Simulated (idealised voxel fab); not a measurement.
Process module under the name voxel transistor to metal
In the cross-section labelled cut, the width is 170 nm and each square cell is 5 nm.
Cross-sections here: square-cell grids, written as top-down lists of bands, a band being one or more rows of cells. What a band's entry tells you: where the top is and where the bottom is, as heights in nm, and after that what lies inside, material by material from left to right, each with its width in nm. Empty space is written as the word "air", and a single material marked with the word "all across" occupies the band from edge to edge. For the purposes of this specification, 0 denotes the height below which the wafer in its as-received condition is composed wholly of one material, and the lowermost band, lacking a lower limit, extends downward without end, as expressed in "0 -> down". The expression "30->40" gives the width at the extremes of the band, the first number at its top row of cells and the second at its bottom row, with the width changing by equal amounts from each row to the next in between. The cross-section has no changed cell in any step marked "all unchanged". The entry "Trapped void list" lists the empty spaces that cover at least 8 cells and have no open path to the top. Each is written as width x height at distance, where the distance is measured from the left edge and all three values are in nm. Anything after a step's settings on that line? It's the simulator's own note about the step. The optional step-line setting "overlay nm" applies to steps with a mask and quantifies how far to the right of its planned location the mask lay, a negative value indicating leftward placement.
**The steps planned for the process are as follows**
1: RECEIVE: material Si
2: CONFORMAL_DEP: material SiO2, thk nm 5
3: CONFORMAL_DEP: material SiN, thk nm 15
4: MASKED_ETCH: tone cover, mask id ACTIVE, width nm 95, etch materials SiN, depth nm 15, overlay nm 0
5: MASKED_ETCH: tone cover, mask id ACTIVE, width nm 95, etch materials SiO2, depth nm 5, overlay nm 0
6: MASKED_ETCH: tone cover, mask id ACTIVE, width nm 95, etch materials Si, depth nm 20, overlay nm 0
7: OXIDIZE: depth nm 5
8: FILL_DEP: material SiO2, thk nm 15
9: CMP: height nm 20
10: SELECTIVE_ETCH: etch materials SiO2, depth nm 10
11: STRIP: etch materials SiN
12: SELECTIVE_ETCH: etch materials SiO2, depth nm 5
13: OXIDIZE: depth nm 5
14: DIRECTIONAL_DEP: material polySi, thk nm 30
15: DIRECTIONAL_DEP: material SiCN, thk nm 10
16: PATTERN: tone cover, mask id GATE, material resist, width nm 15, thk nm 20, overlay nm 0
17: DIRECTIONAL_ETCH: etch materials SiCN, depth nm 20
18: DIRECTIONAL_ETCH: etch materials polySi, depth nm 40
19: STRIP: etch materials resist
20: CONFORMAL_DEP: material SiN, thk nm 10
21: DIRECTIONAL_ETCH: etch materials SiN, depth nm 10
22: DIRECTIONAL_ETCH: etch materials SiO2, depth nm 5
23: DIRECTIONAL_ETCH: etch materials Si, depth nm 5
24: EPI: material pSi, thk nm 10
25: FILL_DEP: material SiO2, thk nm 5
26: CMP: height nm 40
27: DIRECTIONAL_DEP: material SiO2, thk nm 15
28: MASKED_ETCH: tone open, mask id CONTACT, width nm 15, pitch nm 60, etch materials SiO2, depth nm 55, overlay nm 0
29: CONFORMAL_DEP: material TiN, thk nm 5
30: FILL_DEP: material Ru, thk nm 10
31: CMP: height nm 55
32: CONFORMAL_DEP: material SiN, thk nm 5
33: DIRECTIONAL_DEP: material SiO2, thk nm 25
34: PATTERN: tone open, mask id METAL_1, material resist, width nm 15, pitch nm 60, thk nm 15, overlay nm 0
35: DIRECTIONAL_ETCH: etch materials SiO2, depth nm 25
36: DIRECTIONAL_ETCH: etch materials SiN, depth nm 5
37: STRIP: etch materials resist
38: CONFORMAL_DEP: material TiN, thk nm 5
39: FILL_DEP: material Cu, thk nm 5
40: CMP: height nm 85
41: CONFORMAL_DEP: material SiCN, thk nm 5
**The cross-section here shows the wafer as received, i.e. in its state after step 1**
    0 -> down | Si all across
    Trapped void list: none
**Figure: cross-sectional view of the wafer upon completion of the module, processed from the initial state and according to the plan depicted above, with one error introduced during execution**
    90 -> 85 | SiCN all across
    85 -> 60 | 45 nm SiO2, 5 nm TiN, 5 nm Cu, 5 nm TiN, 45 nm SiO2, 5 nm TiN, 5 nm Cu, 5 nm TiN, 50 nm SiO2
    60 -> 55 | 45 nm SiN, 15 nm TiN, 45 nm SiN, 15 nm TiN, 50 nm SiN
    55 -> 40 | 45 nm SiO2, 5 nm TiN, 5 nm Ru, 5 nm TiN, 45 nm SiO2, 5 nm TiN, 5 nm Ru, 5 nm TiN, 50 nm SiO2
    40 -> 30 | 45 nm SiO2, 5 nm TiN, 5 nm Ru, 5 nm TiN, 5 nm SiO2, 10 nm SiN, 15 nm SiCN, 10 nm SiN, 5 nm SiO2, 5 nm TiN, 5 nm Ru, 5 nm TiN, 50 nm SiO2
    30 -> 5 | 45 nm SiO2, 5 nm TiN, 5 nm Ru, 5 nm TiN, 5 nm SiO2, 10 nm SiN, 15 nm polySi, 10 nm SiN, 5 nm SiO2, 5 nm TiN, 5 nm Ru, 5 nm TiN, 50 nm SiO2
    5 -> 0 | 30 nm SiO2, 10 nm SiN, 5 nm SiO2, 15 nm TiN, 5 nm SiO2, 10 nm SiN, 15 nm polySi, 10 nm SiN, 5 nm SiO2, 15 nm TiN, 5 nm SiO2, 10 nm SiN, 35 nm SiO2
    0 -> -5 | 40 nm SiO2, 25 nm pSi, 35 nm SiO2, 25 nm pSi, 45 nm SiO2
    -5 -> -25 | 40 nm SiO2, 85 nm Si, 45 nm SiO2
    -25 -> down | Si all across
    Trapped void list: none
What went wrong in running the wafer? the intended sequence of steps 23 and 24 was reversed during processing, with each occupying the position of the other
